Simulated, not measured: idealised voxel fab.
This is a process module. Its name is voxel transistor to metal.
FYI the section here is cut, 180 nm wide, cells are 5 nm squares.
When this document writes out a cross-section, it uses a grid of square cells and lists it as bands, beginning at the top and moving down, with a band standing for one or more rows of cells.
In this notation a band is specified by the heights of its top and bottom, in that order and in nm, after which its materials appear from left to right, each paired with its width in nm. The word "all across" attached to a single material means that material fills the band from edge to edge; the word "air" stands for empty space.
Height reference: 0 = level under which incoming wafer is all one material. Lowest band: no bottom, runs on downward, e.g. "0 -> down".
When a width is written as two numbers, as in "30->40", the first number is the width in the top row of cells of the band and the second is the width in its bottom row, and the width changes by the same amount from each row to the next.
"no change", as given for a step, is the statement that not any cell of the cross-section underwent a change during that step.
If an empty space has no open way to the top and is at least 8 cells in size, "Enclosed cavities" lists it, written width x height at distance, where distance is measured from the left edge and every value is in nm.
Whatever follows a step's settings on its line is a remark the simulator itself makes about that step.
"overlay nm" answers the question of how far to the right of plan the mask lay on a step that has a mask, and when it is negative the answer is to the left.

Intended process steps
| 1 | RECEIVE,material Si |
| 2 | CONFORMAL_DEP,material SiO2,thk nm 5 |
| 3 | CONFORMAL_DEP,material SiN,thk nm 10 |
| 4 | DIRECTIONAL_DEP,material aC,thk nm 15 |
| 5 | PATTERN,tone cover,mask id ACTIVE,material resist,width nm 110,thk nm 30,overlay nm 0 |
| 6 | DIRECTIONAL_ETCH,etch materials aC,depth nm 15 |
| 7 | STRIP,etch materials resist |
| 8 | DIRECTIONAL_ETCH,etch materials SiN,depth nm 10 |
| 9 | DIRECTIONAL_ETCH,etch materials SiO2,depth nm 5 |
| 10 | DIRECTIONAL_ETCH,etch materials Si,depth nm 25 |
| 11 | STRIP,etch materials aC |
| 12 | FILL_DEP,material SiO2,thk nm 10 |
| 13 | CMP,height nm 15 |
| 14 | SELECTIVE_ETCH,etch materials SiO2,depth nm 10 |
| 15 | STRIP,etch materials SiN |
| 16 | SELECTIVE_ETCH,etch materials SiO2,depth nm 5 |
| 17 | OXIDIZE,depth nm 5 |
| 18 | DIRECTIONAL_DEP,material polySi,thk nm 25 |
| 19 | DIRECTIONAL_DEP,material SiCN,thk nm 15 |
| 20 | DIRECTIONAL_DEP,material aC,thk nm 15 |
| 21 | PATTERN,tone cover,mask id GATE,material resist,width nm 30,thk nm 30,overlay nm 0 |
| 22 | DIRECTIONAL_ETCH,etch materials aC,depth nm 15 |
| 23 | STRIP,etch materials resist |
| 24 | DIRECTIONAL_ETCH,etch materials SiCN,depth nm 25 |
| 25 | DIRECTIONAL_ETCH,etch materials polySi,depth nm 35 |
| 26 | STRIP,etch materials aC |
| 27 | CONFORMAL_DEP,material SiO2,thk nm 5 |
| 28 | DIRECTIONAL_ETCH,etch materials SiO2,depth nm 5 |
| 29 | CONFORMAL_DEP,material SiN,thk nm 5 |
| 30 | DIRECTIONAL_ETCH,etch materials SiN,depth nm 5 |
| 31 | DIRECTIONAL_ETCH,etch materials SiO2,depth nm 5 |
| 32 | EPI,material SiGe,thk nm 5 |
| 33 | FILL_DEP,material SiO2,thk nm 5 |
| 34 | CMP,height nm 25 |
| 35 | STRIP,etch materials polySi |
| 36 | SELECTIVE_ETCH,etch materials SiO2,depth nm 5 |
| 37 | CONFORMAL_DEP,material HfO2,thk nm 5 |
| 38 | CONFORMAL_DEP,material TiN,thk nm 5 |
| 39 | FILL_DEP,material W,thk nm 10 |
| 40 | CMP,height nm 20 |
| 41 | DIRECTIONAL_DEP,material SiO2,thk nm 15 |
| 42 | PATTERN,tone open,mask id CONTACT,material resist,width nm 20,pitch nm 80,thk nm 15,overlay nm 0 |
| 43 | DIRECTIONAL_ETCH,etch materials SiO2,depth nm 35 |
| 44 | STRIP,etch materials resist |
| 45 | CONFORMAL_DEP,material TiN,thk nm 5 |
| 46 | FILL_DEP,material W,thk nm 5 |
| 47 | CMP,height nm 35 |
| 48 | CONFORMAL_DEP,material SiN,thk nm 5 |
| 49 | DIRECTIONAL_DEP,material lowk,thk nm 20 |
| 50 | DIRECTIONAL_DEP,material aC,thk nm 15 |
| 51 | PATTERN,tone open,mask id METAL_1,material resist,width nm 20,pitch nm 80,thk nm 30,overlay nm 0 |
| 52 | DIRECTIONAL_ETCH,etch materials aC,depth nm 15 |
| 53 | STRIP,etch materials resist |
| 54 | DIRECTIONAL_ETCH,etch materials lowk,depth nm 20 |
| 55 | DIRECTIONAL_ETCH,etch materials SiN,depth nm 5 |
| 56 | STRIP,etch materials aC |
| 57 | CONFORMAL_DEP,material TiN,thk nm 5 |
| 58 | FILL_DEP,material Ru,thk nm 5 |
| 59 | CMP,height nm 60 |
| 60 | EPI,material Ru,thk nm 5 |
| 61 | FILL_DEP,material SiCN,thk nm 5 |
| 62 | DIRECTIONAL_DEP,material lowk,thk nm 35 |
| 63 | MASKED_ETCH,tone open,mask id METAL_2_HOLES,width nm 15,pitch nm 80,etch materials lowk,depth nm 35,overlay nm 0 |
| 64 | PATTERN,tone open,mask id METAL_2,material resist,width nm 20,pitch nm 80,thk nm 15,overlay nm 0 |
| 65 | DIRECTIONAL_ETCH,etch materials lowk,depth nm 20 |
| 66 | DIRECTIONAL_ETCH,etch materials SiCN,depth nm 5 |
| 67 | STRIP,etch materials resist |
| 68 | CONFORMAL_DEP,material TiN,thk nm 5 |
| 69 | FILL_DEP,material Cu,thk nm 10 |
| 70 | CMP,height nm 105 |
| 71 | CONFORMAL_DEP,material SiCN,thk nm 5 |
Keep in mind the plan's value for the width nm of step 5 comes from the first wafer; the wafers don't share that setting, but they do share the same starting point.

Step 1 complete: as-received cross-section of the first of several wafers
	0 -> down | Si all across
	Enclosed cavities: none

First of several wafers: cross-section at the end of the module, after step 71, its last step
	110 -> 105 | SiCN all across
	105 -> 90 | 40 of lowk  5 of TiN  10 of Cu  5 of TiN  60 of lowk  5 of TiN  10 of Cu  5 of TiN  40 of lowk
	90 -> 85 | 40 of lowk  5 of TiN  5 of Cu  10 of TiN  60 of lowk  5 of TiN  5 of Cu  10 of TiN  40 of lowk
	85 -> 70 | 40 of lowk  5 of TiN  5 of Cu  5 of TiN  65 of lowk  5 of TiN  5 of Cu  5 of TiN  45 of lowk
	70 -> 65 | 40 of SiCN  15 of TiN  65 of SiCN  15 of TiN  45 of SiCN
	65 -> 60 | 35 of SiCN  30 of Ru  50 of SiCN  30 of Ru  35 of SiCN
	60 -> 40 | 40 of lowk  5 of TiN  10 of Ru  5 of TiN  60 of lowk  5 of TiN  10 of Ru  5 of TiN  40 of lowk
	40 -> 35 | 40 of SiN  20 of TiN  60 of SiN  20 of TiN  40 of SiN
	35 -> 20 | 40 of SiO2  5 of TiN  10 of W  5 of TiN  60 of SiO2  5 of TiN  10 of W  5 of TiN  40 of SiO2
	20 -> 5 | 40 of SiO2  5 of TiN  10 of W  5 of TiN  5 of SiO2  5 of SiN  5 of HfO2  5 of TiN  20 of W  5 of TiN  5 of HfO2  5 of SiN  5 of SiO2  5 of TiN  10 of W  5 of TiN  40 of SiO2
	5 -> 0 | 40 of SiO2  20 of TiN  5 of SiO2  5 of SiN  5 of HfO2  30 of TiN  5 of HfO2  5 of SiN  5 of SiO2  20 of TiN  40 of SiO2
	0 -> -5 | 30 of SiO2  35 of SiGe  5 of SiO2  40 of HfO2  5 of SiO2  35 of SiGe  30 of SiO2
	-5 -> -25 | 35 of SiO2  110 of Si  35 of SiO2
	-25 -> down | Si all across
	Enclosed cavities: none

Last wafer of the set, cross-sectioned at end of module
	110 -> 105 | SiCN all across
	105 -> 90 | 40 of lowk  5 of TiN  10 of Cu  5 of TiN  60 of lowk  5 of TiN  10 of Cu  5 of TiN  40 of lowk
	90 -> 85 | 40 of lowk  5 of TiN  5 of Cu  10 of TiN  60 of lowk  5 of TiN  5 of Cu  10 of TiN  40 of lowk
	85 -> 70 | 40 of lowk  5 of TiN  5 of Cu  5 of TiN  65 of lowk  5 of TiN  5 of Cu  5 of TiN  45 of lowk
	70 -> 65 | 40 of SiCN  15 of TiN  65 of SiCN  15 of TiN  45 of SiCN
	65 -> 60 | 35 of SiCN  30 of Ru  50 of SiCN  30 of Ru  35 of SiCN
	60 -> 40 | 40 of lowk  5 of TiN  10 of Ru  5 of TiN  60 of lowk  5 of TiN  10 of Ru  5 of TiN  40 of lowk
	40 -> 35 | 40 of SiN  20 of TiN  60 of SiN  20 of TiN  40 of SiN
	35 -> 20 | 40 of SiO2  5 of TiN  10 of W  5 of TiN  60 of SiO2  5 of TiN  10 of W  5 of TiN  40 of SiO2
	20 -> 5 | 40 of SiO2  5 of TiN  10 of W  5 of TiN  5 of SiO2  5 of SiN  5 of HfO2  5 of TiN  20 of W  5 of TiN  5 of HfO2  5 of SiN  5 of SiO2  5 of TiN  10 of W  5 of TiN  40 of SiO2
	5 -> 0 | 40 of SiO2  20 of TiN  5 of SiO2  5 of SiN  5 of HfO2  30 of TiN  5 of HfO2  5 of SiN  5 of SiO2  20 of TiN  40 of SiO2
	0 -> -5 | 20 of SiO2  45 of SiGe  5 of SiO2  40 of HfO2  5 of SiO2  50 of SiGe  15 of SiO2
	-5 -> -25 | 25 of SiO2  135 of Si  20 of SiO2
	-25 -> down | Si all across
	Enclosed cavities: none

Below: a row per wafer. Contents at end of module: for every material, cells gained since receipt (+) or lost since receipt (-); then closed voids
width nm 110 | +20 Cu | +16 HfO2 | +28 Ru | -92 Si | +90 SiCN | +14 SiGe | +36 SiN | +226 SiO2 | +104 TiN | +36 W | +314 lowk | Enclosed cavities: none
width nm 115 | +20 Cu | +16 HfO2 | +28 Ru | -88 Si | +90 SiCN | +15 SiGe | +36 SiN | +221 SiO2 | +104 TiN | +36 W | +314 lowk | Enclosed cavities: none
width nm 120 | +20 Cu | +16 HfO2 | +28 Ru | -84 Si | +90 SiCN | +16 SiGe | +36 SiN | +216 SiO2 | +104 TiN | +36 W | +314 lowk | Enclosed cavities: none
width nm 125 | +20 Cu | +16 HfO2 | +28 Ru | -80 Si | +90 SiCN | +17 SiGe | +36 SiN | +211 SiO2 | +104 TiN | +36 W | +314 lowk | Enclosed cavities: none
width nm 130 | +20 Cu | +16 HfO2 | +28 Ru | -76 Si | +90 SiCN | +18 SiGe | +36 SiN | +206 SiO2 | +104 TiN | +36 W | +314 lowk | Enclosed cavities: none
width nm 135 | +20 Cu | +16 HfO2 | +28 Ru | -72 Si | +90 SiCN | +19 SiGe | +36 SiN | +201 SiO2 | +104 TiN | +36 W | +314 lowk | Enclosed cavities: none
